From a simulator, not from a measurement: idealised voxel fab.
You're looking at the process module voxel transistor to metal.
In the cross-section labelled cut, the width is 150 nm and each square cell is 5 nm.
We lay out every cross-section as a grid of square cells and spell it out in bands from the top down, where one band means one or more rows of cells.
Look at the band entry: it leads with the top's height and the bottom's height in nm. Then it lists the materials left to right, with a width in nm for each. The word "throughout" on a single material says that material fills the band edge to edge. The word "empty" is empty space.
Height 0 is the level under which the wafer as received is all one material. The lowest band goes on downwards, as in "0 nm and below".
Think of "30..40" as a width that walks from the first number to the second as you go down the band, top row to bottom row, taking equal-sized steps from row to row.
Where a step carries "identical to before", the cross-section came out of it unchanged, cell for cell.
Closed empty spaces (no open way to the top) of 8 cells or more are what "Closed internal cavities" lists, each as width x height at distance from the left edge, nm for all three.
It should be noted that, on the line of a given step, the content following the step's settings is a remark produced by the simulator itself with respect to that step.
The optional step-line setting "overlay nm" applies to steps with a mask and quantifies how far to the right of its planned location the mask lay, a negative value indicating leftward placement.
Before/after cross-section pairs, one process step each; after shown to lowest changed band; step and settings beneath. Pairs may be from different runs of this module on the same starting wafer; a pair continues from the one above only where its "Prior state" entry says so.

Prior state:
	50 nm to 35 nm  35 SiO2 | 5 TiN | 5 W | 5 TiN | 50 SiO2 | 5 TiN | 5 W | 5 TiN | 35 SiO2
	35 nm to 20 nm  35 SiO2 | 5 TiN | 5 W | 5 TiN | 5 SiO2 | 10 SiN | 20 SiCN | 10 SiN | 5 SiO2 | 5 TiN | 5 W | 5 TiN | 35 SiO2
	20 nm to 5 nm  35 SiO2 | 5 TiN | 5 W | 5 TiN | 5 SiO2 | 10 SiN | 20 polySi | 10 SiN | 5 SiO2 | 5 TiN | 5 W | 5 TiN | 35 SiO2
	5 nm to 0 nm  35 SiO2 | 15 TiN | 5 SiO2 | 10 SiN | 20 polySi | 10 SiN | 5 SiO2 | 15 TiN | 35 SiO2
	0 nm to -5 nm  35 SiO2 | 10 TiN | 10 SiGe | 10 SiN | 20 polySi | 10 SiN | 10 SiGe | 10 TiN | 35 SiO2
	-5 nm to -10 nm  10 SiO2 | 20 SiN | 25 SiGe | 40 SiO2 | 25 SiGe | 20 SiN | 10 SiO2
	-10 nm to -15 nm  10 SiO2 | 20 SiN | 5 SiO2 | 20 SiGe | 40 Si | 20 SiGe | 5 SiO2 | 20 SiN | 10 SiO2
	-15 nm to -20 nm  10 SiO2 | 20 SiN | 5 SiO2 | 80 Si | 5 SiO2 | 20 SiN | 10 SiO2
	-20 nm to -30 nm  35..30 SiO2 | 80..90 Si | 35..30 SiO2
	-30 nm and below  Si throughout
	Closed internal cavities: none

After the Step:
	55 nm to 50 nm  TiN throughout
	Lower than 50, everything is as it was.
	Closed internal cavities: none
Here is the step that sits between the two cross-sections above: DIRECTIONAL_DEP: material TiN, thk nm 5

Prior state: The initial state for this step is given by the after cross-section of the immediately preceding pair.

After the Step:
	80 nm to 55 nm  Ru throughout
	Lower than 55, everything is as it was.
	Closed internal cavities: none
Here is the step that sits between the two cross-sections above: DIRECTIONAL_DEP: material Ru, thk nm 25

Prior state: The initial state for this step is given by the after cross-section of the immediately preceding pair.

After the Step:
	90 nm to 80 nm  aC throughout
	Lower than 80, everything is as it was.
	Closed internal cavities: none
Here is the step that sits between the two cross-sections above: DIRECTIONAL_DEP: material aC, thk nm 10

Prior state: The initial state for this step is given by the after cross-section of the immediately preceding pair.

After the Step:
	115 nm to 90 nm  35 empty | 15 resist | 50 empty | 15 resist | 35 empty
	Lower than 90, everything is as it was.
	Closed internal cavities: none
Here is the step that sits between the two cross-sections above: PATTERN: tone cover, mask id METAL_1, material resist, width nm 15, pitch nm 65, thk nm 25, overlay nm 0

Prior state: The initial state for this step is given by the after cross-section of the immediately preceding pair.

After the Step:
	105 nm to 90 nm  35 empty | 15 resist | 50 empty | 15 resist | 35 empty
	90 nm to 80 nm  35 empty | 15 aC | 50 empty | 15 aC | 35 empty
	Lower than 80, everything is as it was.
	Closed internal cavities: none
Here is the step that sits between the two cross-sections above: DIRECTIONAL_ETCH: etch materials aC, depth nm 10

Prior state: The initial state for this step is given by the after cross-section of the immediately preceding pair.

After the Step:
	90 nm to 80 nm  35 empty | 15 aC | 50 empty | 15 aC | 35 empty
	Lower than 80, everything is as it was.
	Closed internal cavities: none
Here is the step that sits between the two cross-sections above: STRIP: etch materials resist

Prior state: The initial state for this step is given by the after cross-section of the immediately preceding pair.

After the Step:
	90 nm to 80 nm  35 empty | 15 aC | 50 empty | 15 aC | 35 empty
	80 nm to 55 nm  35 empty | 15 Ru | 50 empty | 15 Ru | 35 empty
	Lower than 55, everything is as it was.
	Closed internal cavities: none
Here is the step that sits between the two cross-sections above: DIRECTIONAL_ETCH: etch materials Ru, depth nm 25

Prior state: The initial state for this step is given by the after cross-section of the immediately preceding pair.

After the Step:
	90 nm to 80 nm  35 empty | 15 aC | 50 empty | 15 aC | 35 empty
	80 nm to 55 nm  35 empty | 15 Ru | 50 empty | 15 Ru | 35 empty
	55 nm to 50 nm  35 empty | 15 TiN | 50 empty | 15 TiN | 35 empty
	Lower than 50, everything is as it was.
	Closed internal cavities: none
Here is the step that sits between the two cross-sections above: DIRECTIONAL_ETCH: etch materials TiN, depth nm 5

Prior state: The initial state for this step is given by the after cross-section of the immediately preceding pair.

After the Step:
	80 nm to 55 nm  35 empty | 15 Ru | 50 empty | 15 Ru | 35 empty
	Lower than 55, everything is as it was.
	Closed internal cavities: none
Here is the step that sits between the two cross-sections above: STRIP: etch materials aC

Prior state: The initial state for this step is given by the after cross-section of the immediately preceding pair.

After the Step:
	85 nm to 80 nm  30 empty | 25 SiN | 40 empty | 25 SiN | 30 empty
	80 nm to 55 nm  30 empty | 5 SiN | 15 Ru | 5 SiN | 40 empty | 5 SiN | 15 Ru | 5 SiN | 30 empty
	55 nm to 50 nm  35 SiN | 15 TiN | 50 SiN | 15 TiN | 35 SiN
	Lower than 50, everything is as it was.
	Closed internal cavities: none
Here is the step that sits between the two cross-sections above: CONFORMAL_DEP: material SiN, thk nm 5

Prior state: The initial state for this step is given by the after cross-section of the immediately preceding pair.

After the Step:
	90 nm to 85 nm  SiO2 throughout
	85 nm to 80 nm  30 SiO2 | 25 SiN | 40 SiO2 | 25 SiN | 30 SiO2
	80 nm to 55 nm  30 SiO2 | 5 SiN | 15 Ru | 5 SiN | 40 SiO2 | 5 SiN | 15 Ru | 5 SiN | 30 SiO2
	Lower than 55, everything is as it was.
	Closed internal cavities: none
Here is the step that sits between the two cross-sections above: FILL_DEP: material SiO2, thk nm 5

Prior state: The initial state for this step is given by the after cross-section of the immediately preceding pair.

After the Step:
	80 nm to 55 nm  30 SiO2 | 5 SiN | 15 Ru | 5 SiN | 40 SiO2 | 5 SiN | 15 Ru | 5 SiN | 30 SiO2
	Lower than 55, everything is as it was.
	Closed internal cavities: none
Here is the step that sits between the two cross-sections above: CMP: height nm 80

Prior state: The initial state for this step is given by the after cross-section of the immediately preceding pair.

After the Step:
	85 nm to 80 nm  SiCN throughout
	Lower than 80, everything is as it was.
	Closed internal cavities: none
Here is the step that sits between the two cross-sections above: CONFORMAL_DEP: material SiCN, thk nm 5

Prior state: The initial state for this step is given by the after cross-section of the immediately preceding pair.

After the Step:
	120 nm to 85 nm  SiO2 throughout
	Lower than 85, everything is as it was.
	Closed internal cavities: none
Here is the step that sits between the two cross-sections above: DIRECTIONAL_DEP: material SiO2, thk nm 35

Prior state: The initial state for this step is given by the after cross-section of the immediately preceding pair.

After the Step:
	140 nm to 120 nm  35 resist | 15 empty | 50 resist | 15 empty | 35 resist
	Lower than 120, everything is as it was.
	Closed internal cavities: none
Here is the step that sits between the two cross-sections above: PATTERN: tone open, mask id METAL_2, material resist, width nm 15, pitch nm 65, thk nm 20, overlay nm 0

Prior state: The initial state for this step is given by the after cross-section of the immediately preceding pair.

After the Step:
	140 nm to 120 nm  35 resist | 15 empty | 50 resist | 15 empty | 35 resist
	120 nm to 100 nm  35 SiO2 | 15 empty | 50 SiO2 | 15 empty | 35 SiO2
	Lower than 100, everything is as it was.
	Closed internal cavities: none
Here is the step that sits between the two cross-sections above: DIRECTIONAL_ETCH: etch materials SiO2, depth nm 20

Prior state: The initial state for this step is given by the after cross-section of the immediately preceding pair.

After the Step:
	120 nm to 100 nm  35 SiO2 | 15 empty | 50 SiO2 | 15 empty | 35 SiO2
	Lower than 100, everything is as it was.
	Closed internal cavities: none
Here is the step that sits between the two cross-sections above: STRIP: etch materials resist

Prior state: The initial state for this step is given by the after cross-section of the immediately preceding pair.

After the Step:
	140 nm to 120 nm  35 resist | 15 empty | 50 resist | 15 empty | 35 resist
	Lower than 120, everything is as it was.
	Closed internal cavities: none
Here is the step that sits between the two cross-sections above: PATTERN: tone open, mask id METAL_2_HOLES, material resist, width nm 15, pitch nm 65, thk nm 20, overlay nm 0

Prior state: The initial state for this step is given by the after cross-section of the immediately preceding pair.

After the Step:
	140 nm to 120 nm  35 resist | 15 empty | 50 resist | 15 empty | 35 resist
	120 nm to 85 nm  35 SiO2 | 15 empty | 50 SiO2 | 15 empty | 35 SiO2
	Lower than 85, everything is as it was.
	Closed internal cavities: none
Here is the step that sits between the two cross-sections above: DIRECTIONAL_ETCH: etch materials SiO2, depth nm 15

Prior state: The initial state for this step is given by the after cross-section of the immediately preceding pair.

After the Step:
	140 nm to 120 nm  35 resist | 15 empty | 50 resist | 15 empty | 35 resist
	120 nm to 85 nm  35 SiO2 | 15 empty | 50 SiO2 | 15 empty | 35 SiO2
	85 nm to 80 nm  35 SiCN | 15 empty | 50 SiCN | 15 empty | 35 SiCN
	Lower than 80, everything is as it was.
	Closed internal cavities: none
Here is the step that sits between the two cross-sections above: DIRECTIONAL_ETCH: etch materials SiCN, depth nm 5

Prior state: The initial state for this step is given by the after cross-section of the immediately preceding pair.

After the Step:
	120 nm to 85 nm  35 SiO2 | 15 empty | 50 SiO2 | 15 empty | 35 SiO2
	Lower than 85, everything is as it was.
	Closed internal cavities: none
Here is the step that sits between the two cross-sections above: STRIP: etch materials resist

Prior state: The initial state for this step is given by the after cross-section of the immediately preceding pair.

After the Step:
	125 nm to 120 nm  40 TiN | 5 empty | 60 TiN | 5 empty | 40 TiN
	120 nm to 85 nm  35 SiO2 | 5 TiN | 5 empty | 5 TiN | 50 SiO2 | 5 TiN | 5 empty | 5 TiN | 35 SiO2
	85 nm to 80 nm  35 SiCN | 15 TiN | 50 SiCN | 15 TiN | 35 SiCN
	Lower than 80, everything is as it was.
	Closed internal cavities: none
Here is the step that sits between the two cross-sections above: CONFORMAL_DEP: material TiN, thk nm 5

Prior state: The initial state for this step is given by the after cross-section of the immediately preceding pair.

After the Step:
	135 nm to 125 nm  Ru throughout
	125 nm to 120 nm  40 TiN | 5 Ru | 60 TiN | 5 Ru | 40 TiN
	120 nm to 85 nm  35 SiO2 | 5 TiN | 5 Ru | 5 TiN | 50 SiO2 | 5 TiN | 5 Ru | 5 TiN | 35 SiO2
	Lower than 85, everything is as it was.
	Closed internal cavities: none
Here is the step that sits between the two cross-sections above: FILL_DEP: material Ru, thk nm 10

Prior state: The initial state for this step is given by the after cross-section of the immediately preceding pair.

After the Step:
	120 nm to 85 nm  35 SiO2 | 5 TiN | 5 Ru | 5 TiN | 50 SiO2 | 5 TiN | 5 Ru | 5 TiN | 35 SiO2
	Lower than 85, everything is as it was.
	Closed internal cavities: none
Here is the step that sits between the two cross-sections above: CMP: height nm 120

Prior state: The initial state for this step is given by the after cross-section of the immediately preceding pair.

After the Step:
	125 nm to 120 nm  SiN throughout
	Lower than 120, everything is as it was.
	Closed internal cavities: none
Here is the step that sits between the two cross-sections above: CONFORMAL_DEP: material SiN, thk nm 5

Prior state:
	35 nm to 20 nm  55 SiO2 | 10 SiN | 20 SiCN | 10 SiN | 55 SiO2
	20 nm to 0 nm  55 SiO2 | 10 SiN | 20 polySi | 10 SiN | 55 SiO2
	0 nm to -5 nm  45 SiO2 | 10 SiGe | 10 SiN | 20 polySi | 10 SiN | 10 SiGe | 45 SiO2
	-5 nm to -10 nm  25 SiO2 | 30 SiGe | 40 SiO2 | 30 SiGe | 25 SiO2
	-10 nm to -15 nm  30 SiO2 | 25 SiGe | 40 Si | 25 SiGe | 30 SiO2
	-15 nm to -30 nm  30 SiO2 | 90 Si | 30 SiO2
	-30 nm and below  Si throughout
	Closed internal cavities: none

After the Step:
	40 nm to 35 nm  SiO2 throughout
	Lower than 35, everything is as it was.
	Closed internal cavities: none
Here is the step that sits between the two cross-sections above: DIRECTIONAL_DEP: material SiO2, thk nm 5

Prior state: The initial state for this step is given by the after cross-section of the immediately preceding pair.

After the Step:
	60 nm to 40 nm  35 resist | 15 empty | 50 resist | 15 empty | 35 resist
	Lower than 40, everything is as it was.
	Closed internal cavities: none
Here is the step that sits between the two cross-sections above: PATTERN: tone open, mask id CONTACT, material resist, width nm 15, pitch nm 65, thk nm 20, overlay nm 0

Prior state: The initial state for this step is given by the after cross-section of the immediately preceding pair.

After the Step:
	60 nm to 40 nm  35 resist | 15 empty | 50 resist | 15 empty | 35 resist
	40 nm to 35 nm  35 SiO2 | 15 empty | 50 SiO2 | 15 empty | 35 SiO2
	35 nm to 20 nm  35 SiO2 | 15 empty | 5 SiO2 | 10 SiN | 20 SiCN | 10 SiN | 5 SiO2 | 15 empty | 35 SiO2
	20 nm to 0 nm  35 SiO2 | 15 empty | 5 SiO2 | 10 SiN | 20 polySi | 10 SiN | 5 SiO2 | 15 empty | 35 SiO2
	0 nm to -5 nm  35 SiO2 | 10 empty | 10 SiGe | 10 SiN | 20 polySi | 10 SiN | 10 SiGe | 10 empty | 35 SiO2
	Lower than -5, everything is as it was.
	Closed internal cavities: none
Here is the step that sits between the two cross-sections above: DIRECTIONAL_ETCH: etch materials SiO2, depth nm 55

Prior state: The initial state for this step is given by the after cross-section of the immediately preceding pair.

After the Step:
	40 nm to 35 nm  35 SiO2 | 15 empty | 50 SiO2 | 15 empty | 35 SiO2
	Lower than 35, everything is as it was.
	Closed internal cavities: none
Here is the step that sits between the two cross-sections above: STRIP: etch materials resist

Prior state: The initial state for this step is given by the after cross-section of the immediately preceding pair.

After the Step:
	45 nm to 40 nm  40 TiN | 5 empty | 60 TiN | 5 empty | 40 TiN
	40 nm to 35 nm  35 SiO2 | 5 TiN | 5 empty | 5 TiN | 50 SiO2 | 5 TiN | 5 empty | 5 TiN | 35 SiO2
	35 nm to 20 nm  35 SiO2 | 5 TiN | 5 empty | 5 TiN | 5 SiO2 | 10 SiN | 20 SiCN | 10 SiN | 5 SiO2 | 5 TiN | 5 empty | 5 TiN | 35 SiO2
	20 nm to 5 nm  35 SiO2 | 5 TiN | 5 empty | 5 TiN | 5 SiO2 | 10 SiN | 20 polySi | 10 SiN | 5 SiO2 | 5 TiN | 5 empty | 5 TiN | 35 SiO2
	5 nm to 0 nm  35 SiO2 | 15 TiN | 5 SiO2 | 10 SiN | 20 polySi | 10 SiN | 5 SiO2 | 15 TiN | 35 SiO2
	0 nm to -5 nm  35 SiO2 | 10 TiN | 10 SiGe | 10 SiN | 20 polySi | 10 SiN | 10 SiGe | 10 TiN | 35 SiO2
	Lower than -5, everything is as it was.
	Closed internal cavities: none
Here is the step that sits between the two cross-sections above: CONFORMAL_DEP: material TiN, thk nm 5

Prior state: The initial state for this step is given by the after cross-section of the immediately preceding pair.

After the Step:
	55 nm to 45 nm  W throughout
	45 nm to 40 nm  40 TiN | 5 W | 60 TiN | 5 W | 40 TiN
	40 nm to 35 nm  35 SiO2 | 5 TiN | 5 W | 5 TiN | 50 SiO2 | 5 TiN | 5 W | 5 TiN | 35 SiO2
	35 nm to 20 nm  35 SiO2 | 5 TiN | 5 W | 5 TiN | 5 SiO2 | 10 SiN | 20 SiCN | 10 SiN | 5 SiO2 | 5 TiN | 5 W | 5 TiN | 35 SiO2
	20 nm to 5 nm  35 SiO2 | 5 TiN | 5 W | 5 TiN | 5 SiO2 | 10 SiN | 20 polySi | 10 SiN | 5 SiO2 | 5 TiN | 5 W | 5 TiN | 35 SiO2
	Lower than 5, everything is as it was.
	Closed internal cavities: none
Here is the step that sits between the two cross-sections above: FILL_DEP: material W, thk nm 10

Prior state: The initial state for this step is given by the after cross-section of the immediately preceding pair.

After the Step:
	50 nm to 45 nm  W throughout
	Lower than 45, everything is as it was.
	Closed internal cavities: none
Here is the step that sits between the two cross-sections above: CMP: height nm 50

Prior state: The initial state for this step is given by the after cross-section of the immediately preceding pair.

After the Step:
	55 nm to 50 nm  TiN throughout
	Lower than 50, everything is as it was.
	Closed internal cavities: none
Here is the step that sits between the two cross-sections above: DIRECTIONAL_DEP: material TiN, thk nm 5

Prior state: The initial state for this step is given by the after cross-section of the immediately preceding pair.

After the Step:
	80 nm to 55 nm  Ru throughout
	Lower than 55, everything is as it was.
	Closed internal cavities: none
Here is the step that sits between the two cross-sections above: DIRECTIONAL_DEP: material Ru, thk nm 25

Prior state: The initial state for this step is given by the after cross-section of the immediately preceding pair.

After the Step:
	90 nm to 80 nm  aC throughout
	Lower than 80, everything is as it was.
	Closed internal cavities: none
Here is the step that sits between the two cross-sections above: DIRECTIONAL_DEP: material aC, thk nm 10

Prior state: The initial state for this step is given by the after cross-section of the immediately preceding pair.

After the Step:
	115 nm to 90 nm  35 empty | 15 resist | 50 empty | 15 resist | 35 empty
	Lower than 90, everything is as it was.
	Closed internal cavities: none
Here is the step that sits between the two cross-sections above: PATTERN: tone cover, mask id METAL_1, material resist, width nm 15, pitch nm 65, thk nm 25, overlay nm 0

Prior state: The initial state for this step is given by the after cross-section of the immediately preceding pair.

After the Step:
	105 nm to 90 nm  35 empty | 15 resist | 50 empty | 15 resist | 35 empty
	90 nm to 80 nm  35 empty | 15 aC | 50 empty | 15 aC | 35 empty
	Lower than 80, everything is as it was.
	Closed internal cavities: none
Here is the step that sits between the two cross-sections above: DIRECTIONAL_ETCH: etch materials aC, depth nm 10

Prior state: The initial state for this step is given by the after cross-section of the immediately preceding pair.

After the Step:
	90 nm to 80 nm  35 empty | 15 aC | 50 empty | 15 aC | 35 empty
	Lower than 80, everything is as it was.
	Closed internal cavities: none
Here is the step that sits between the two cross-sections above: STRIP: etch materials resist

Prior state: The initial state for this step is given by the after cross-section of the immediately preceding pair.

After the Step:
	90 nm to 80 nm  35 empty | 15 aC | 50 empty | 15 aC | 35 empty
	80 nm to 55 nm  35 empty | 15 Ru | 50 empty | 15 Ru | 35 empty
	Lower than 55, everything is as it was.
	Closed internal cavities: none
Here is the step that sits between the two cross-sections above: DIRECTIONAL_ETCH: etch materials Ru, depth nm 25

Prior state: The initial state for this step is given by the after cross-section of the immediately preceding pair.

After the Step:
	90 nm to 80 nm  35 empty | 15 aC | 50 empty | 15 aC | 35 empty
	80 nm to 55 nm  35 empty | 15 Ru | 50 empty | 15 Ru | 35 empty
	55 nm to 50 nm  35 empty | 15 TiN | 50 empty | 15 TiN | 35 empty
	Lower than 50, everything is as it was.
	Closed internal cavities: none
Here is the step that sits between the two cross-sections above: DIRECTIONAL_ETCH: etch materials TiN, depth nm 5

Prior state: The initial state for this step is given by the after cross-section of the immediately preceding pair.

After the Step:
	80 nm to 55 nm  35 empty | 15 Ru | 50 empty | 15 Ru | 35 empty
	Lower than 55, everything is as it was.
	Closed internal cavities: none
Here is the step that sits between the two cross-sections above: STRIP: etch materials aC

Prior state: The initial state for this step is given by the after cross-section of the immediately preceding pair.

After the Step:
	85 nm to 80 nm  30 empty | 25 SiN | 40 empty | 25 SiN | 30 empty
	80 nm to 55 nm  30 empty | 5 SiN | 15 Ru | 5 SiN | 40 empty | 5 SiN | 15 Ru | 5 SiN | 30 empty
	55 nm to 50 nm  35 SiN | 15 TiN | 50 SiN | 15 TiN | 35 SiN
	Lower than 50, everything is as it was.
	Closed internal cavities: none
Here is the step that sits between the two cross-sections above: CONFORMAL_DEP: material SiN, thk nm 5

Prior state: The initial state for this step is given by the after cross-section of the immediately preceding pair.

After the Step:
	90 nm to 85 nm  SiO2 throughout
	85 nm to 80 nm  30 SiO2 | 25 SiN | 40 SiO2 | 25 SiN | 30 SiO2
	80 nm to 55 nm  30 SiO2 | 5 SiN | 15 Ru | 5 SiN | 40 SiO2 | 5 SiN | 15 Ru | 5 SiN | 30 SiO2
	Lower than 55, everything is as it was.
	Closed internal cavities: none
Here is the step that sits between the two cross-sections above: FILL_DEP: material SiO2, thk nm 5

Prior state: The initial state for this step is given by the after cross-section of the immediately preceding pair.

After the Step:
	80 nm to 55 nm  30 SiO2 | 5 SiN | 15 Ru | 5 SiN | 40 SiO2 | 5 SiN | 15 Ru | 5 SiN | 30 SiO2
	Lower than 55, everything is as it was.
	Closed internal cavities: none
Here is the step that sits between the two cross-sections above: CMP: height nm 80

Prior state: The initial state for this step is given by the after cross-section of the immediately preceding pair.

After the Step:
	85 nm to 80 nm  SiCN throughout
	Lower than 80, everything is as it was.
	Closed internal cavities: none
Here is the step that sits between the two cross-sections above: CONFORMAL_DEP: material SiCN, thk nm 5

Prior state: The initial state for this step is given by the after cross-section of the immediately preceding pair.

After the Step:
	120 nm to 85 nm  SiO2 throughout
	Lower than 85, everything is as it was.
	Closed internal cavities: none
Here is the step that sits between the two cross-sections above: DIRECTIONAL_DEP: material SiO2, thk nm 35

Prior state: The initial state for this step is given by the after cross-section of the immediately preceding pair.

After the Step:
	140 nm to 120 nm  35 resist | 15 empty | 50 resist | 15 empty | 35 resist
	Lower than 120, everything is as it was.
	Closed internal cavities: none
Here is the step that sits between the two cross-sections above: PATTERN: tone open, mask id METAL_2, material resist, width nm 15, pitch nm 65, thk nm 20, overlay nm 0

Prior state: The initial state for this step is given by the after cross-section of the immediately preceding pair.

After the Step:
	140 nm to 120 nm  35 resist | 15 empty | 50 resist | 15 empty | 35 resist
	120 nm to 100 nm  35 SiO2 | 15 empty | 50 SiO2 | 15 empty | 35 SiO2
	Lower than 100, everything is as it was.
	Closed internal cavities: none
Here is the step that sits between the two cross-sections above: DIRECTIONAL_ETCH: etch materials SiO2, depth nm 20

Prior state: The initial state for this step is given by the after cross-section of the immediately preceding pair.

After the Step:
	120 nm to 100 nm  35 SiO2 | 15 empty | 50 SiO2 | 15 empty | 35 SiO2
	Lower than 100, everything is as it was.
	Closed internal cavities: none
Here is the step that sits between the two cross-sections above: STRIP: etch materials resist

Prior state: The initial state for this step is given by the after cross-section of the immediately preceding pair.

After the Step:
	140 nm to 120 nm  35 resist | 15 empty | 50 resist | 15 empty | 35 resist
	Lower than 120, everything is as it was.
	Closed internal cavities: none
Here is the step that sits between the two cross-sections above: PATTERN: tone open, mask id METAL_2_HOLES, material resist, width nm 15, pitch nm 65, thk nm 20, overlay nm 0

Prior state: The initial state for this step is given by the after cross-section of the immediately preceding pair.

After the Step:
	140 nm to 120 nm  35 resist | 15 empty | 50 resist | 15 empty | 35 resist
	120 nm to 85 nm  35 SiO2 | 15 empty | 50 SiO2 | 15 empty | 35 SiO2
	Lower than 85, everything is as it was.
	Closed internal cavities: none
Here is the step that sits between the two cross-sections above: DIRECTIONAL_ETCH: etch materials SiO2, depth nm 15

Prior state: The initial state for this step is given by the after cross-section of the immediately preceding pair.

After the Step:
	140 nm to 120 nm  35 resist | 15 empty | 50 resist | 15 empty | 35 resist
	120 nm to 85 nm  35 SiO2 | 15 empty | 50 SiO2 | 15 empty | 35 SiO2
	85 nm to 80 nm  35 SiCN | 15 empty | 50 SiCN | 15 empty | 35 SiCN
	Lower than 80, everything is as it was.
	Closed internal cavities: none
Here is the step that sits between the two cross-sections above: DIRECTIONAL_ETCH: etch materials SiCN, depth nm 5

Prior state: The initial state for this step is given by the after cross-section of the immediately preceding pair.

After the Step:
	120 nm to 85 nm  35 SiO2 | 15 empty | 50 SiO2 | 15 empty | 35 SiO2
	Lower than 85, everything is as it was.
	Closed internal cavities: none
Here is the step that sits between the two cross-sections above: STRIP: etch materials resist

Prior state: The initial state for this step is given by the after cross-section of the immediately preceding pair.

After the Step:
	125 nm to 120 nm  40 TiN | 5 empty | 60 TiN | 5 empty | 40 TiN
	120 nm to 85 nm  35 SiO2 | 5 TiN | 5 empty | 5 TiN | 50 SiO2 | 5 TiN | 5 empty | 5 TiN | 35 SiO2
	85 nm to 80 nm  35 SiCN | 15 TiN | 50 SiCN | 15 TiN | 35 SiCN
	Lower than 80, everything is as it was.
	Closed internal cavities: none
Here is the step that sits between the two cross-sections above: CONFORMAL_DEP: material TiN, thk nm 5

Prior state: The initial state for this step is given by the after cross-section of the immediately preceding pair.

After the Step:
	135 nm to 125 nm  Ru throughout
	125 nm to 120 nm  40 TiN | 5 Ru | 60 TiN | 5 Ru | 40 TiN
	120 nm to 85 nm  35 SiO2 | 5 TiN | 5 Ru | 5 TiN | 50 SiO2 | 5 TiN | 5 Ru | 5 TiN | 35 SiO2
	Lower than 85, everything is as it was.
	Closed internal cavities: none
Here is the step that sits between the two cross-sections above: FILL_DEP: material Ru, thk nm 10

Prior state: The initial state for this step is given by the after cross-section of the immediately preceding pair.

After the Step:
	120 nm to 85 nm  35 SiO2 | 5 TiN | 5 Ru | 5 TiN | 50 SiO2 | 5 TiN | 5 Ru | 5 TiN | 35 SiO2
	Lower than 85, everything is as it was.
	Closed internal cavities: none
Here is the step that sits between the two cross-sections above: CMP: height nm 120

Prior state: The initial state for this step is given by the after cross-section of the immediately preceding pair.

After the Step:
	125 nm to 120 nm  SiN throughout
	Lower than 120, everything is as it was.
	Closed internal cavities: none
Here is the step that sits between the two cross-sections above: CONFORMAL_DEP: material SiN, thk nm 5

Prior state:
	120 nm to 85 nm  SiO2 throughout
	85 nm to 80 nm  SiCN throughout
	80 nm to 55 nm  30 SiO2 | 5 SiN | 15 Ru | 5 SiN | 40 SiO2 | 5 SiN | 15 Ru | 5 SiN | 30 SiO2
	55 nm to 50 nm  35 SiN | 15 TiN | 50 SiN | 15 TiN | 35 SiN
	50 nm to 35 nm  35 SiO2 | 5 TiN | 5 W | 5 TiN | 50 SiO2 | 5 TiN | 5 W | 5 TiN | 35 SiO2
	35 nm to 20 nm  35 SiO2 | 5 TiN | 5 W | 5 TiN | 5 SiO2 | 10 SiN | 20 SiCN | 10 SiN | 5 SiO2 | 5 TiN | 5 W | 5 TiN | 35 SiO2
	20 nm to 5 nm  35 SiO2 | 5 TiN | 5 W | 5 TiN | 5 SiO2 | 10 SiN | 20 polySi | 10 SiN | 5 SiO2 | 5 TiN | 5 W | 5 TiN | 35 SiO2
	5 nm to 0 nm  35 SiO2 | 15 TiN | 5 SiO2 | 10 SiN | 20 polySi | 10 SiN | 5 SiO2 | 15 TiN | 35 SiO2
	0 nm to -5 nm  35 SiO2 | 10 TiN | 10 SiGe | 10 SiN | 20 polySi | 10 SiN | 10 SiGe | 10 TiN | 35 SiO2
	-5 nm to -10 nm  25 SiO2 | 30 SiGe | 40 SiO2 | 30 SiGe | 25 SiO2
	-10 nm to -15 nm  30 SiO2 | 25 SiGe | 40 Si | 25 SiGe | 30 SiO2
	-15 nm to -30 nm  30 SiO2 | 90 Si | 30 SiO2
	-30 nm and below  Si throughout
	Closed internal cavities: none

After the Step:
	140 nm to 120 nm  35 resist | 20 empty | 45 resist | 20 empty | 30 resist
	Lower than 120, everything is as it was.
	Closed internal cavities: none
Here is the step that sits between the two cross-sections above: PATTERN: tone open, mask id METAL_2, material resist, width nm 20, pitch nm 65, thk nm 20, overlay nm 0

Prior state: The initial state for this step is given by the after cross-section of the immediately preceding pair.

After the Step:
	140 nm to 120 nm  35 resist | 20 empty | 45 resist | 20 empty | 30 resist
	120 nm to 100 nm  35 SiO2 | 20 empty | 45 SiO2 | 20 empty | 30 SiO2
	Lower than 100, everything is as it was.
	Closed internal cavities: none
Here is the step that sits between the two cross-sections above: DIRECTIONAL_ETCH: etch materials SiO2, depth nm 20

Prior state: The initial state for this step is given by the after cross-section of the immediately preceding pair.

After the Step:
	120 nm to 100 nm  35 SiO2 | 20 empty | 45 SiO2 | 20 empty | 30 SiO2
	Lower than 100, everything is as it was.
	Closed internal cavities: none
Here is the step that sits between the two cross-sections above: STRIP: etch materials resist

Prior state: The initial state for this step is given by the after cross-section of the immediately preceding pair.

After the Step:
	140 nm to 120 nm  35 resist | 15 empty | 50 resist | 15 empty | 35 resist
	120 nm to 100 nm  35 SiO2 | 15 empty | 5 resist | 45 SiO2 | 15 empty | 5 resist | 30 SiO2
	Lower than 100, everything is as it was.
	Closed internal cavities: none
Here is the step that sits between the two cross-sections above: PATTERN: tone open, mask id METAL_2_HOLES, material resist, width nm 15, pitch nm 65, thk nm 20, overlay nm 0

Prior state: The initial state for this step is given by the after cross-section of the immediately preceding pair.

After the Step:
	140 nm to 120 nm  35 resist | 15 empty | 50 resist | 15 empty | 35 resist
	120 nm to 100 nm  35 SiO2 | 15 empty | 5 resist | 45 SiO2 | 15 empty | 5 resist | 30 SiO2
	100 nm to 85 nm  35 SiO2 | 15 empty | 50 SiO2 | 15 empty | 35 SiO2
	Lower than 85, everything is as it was.
	Closed internal cavities: none
Here is the step that sits between the two cross-sections above: DIRECTIONAL_ETCH: etch materials SiO2, depth nm 15

Prior state: The initial state for this step is given by the after cross-section of the immediately preceding pair.

After the Step:
	140 nm to 120 nm  35 resist | 15 empty | 50 resist | 15 empty | 35 resist
	120 nm to 100 nm  35 SiO2 | 15 empty | 5 resist | 45 SiO2 | 15 empty | 5 resist | 30 SiO2
	100 nm to 85 nm  35 SiO2 | 15 empty | 50 SiO2 | 15 empty | 35 SiO2
	85 nm to 80 nm  35 SiCN | 15 empty | 50 SiCN | 15 empty | 35 SiCN
	Lower than 80, everything is as it was.
	Closed internal cavities: none
Here is the step that sits between the two cross-sections above: DIRECTIONAL_ETCH: etch materials SiCN, depth nm 5

Prior state: The initial state for this step is given by the after cross-section of the immediately preceding pair.

After the Step:
	120 nm to 100 nm  35 SiO2 | 20 empty | 45 SiO2 | 20 empty | 30 SiO2
	Lower than 100, everything is as it was.
	Closed internal cavities: none
Here is the step that sits between the two cross-sections above: STRIP: etch materials resist
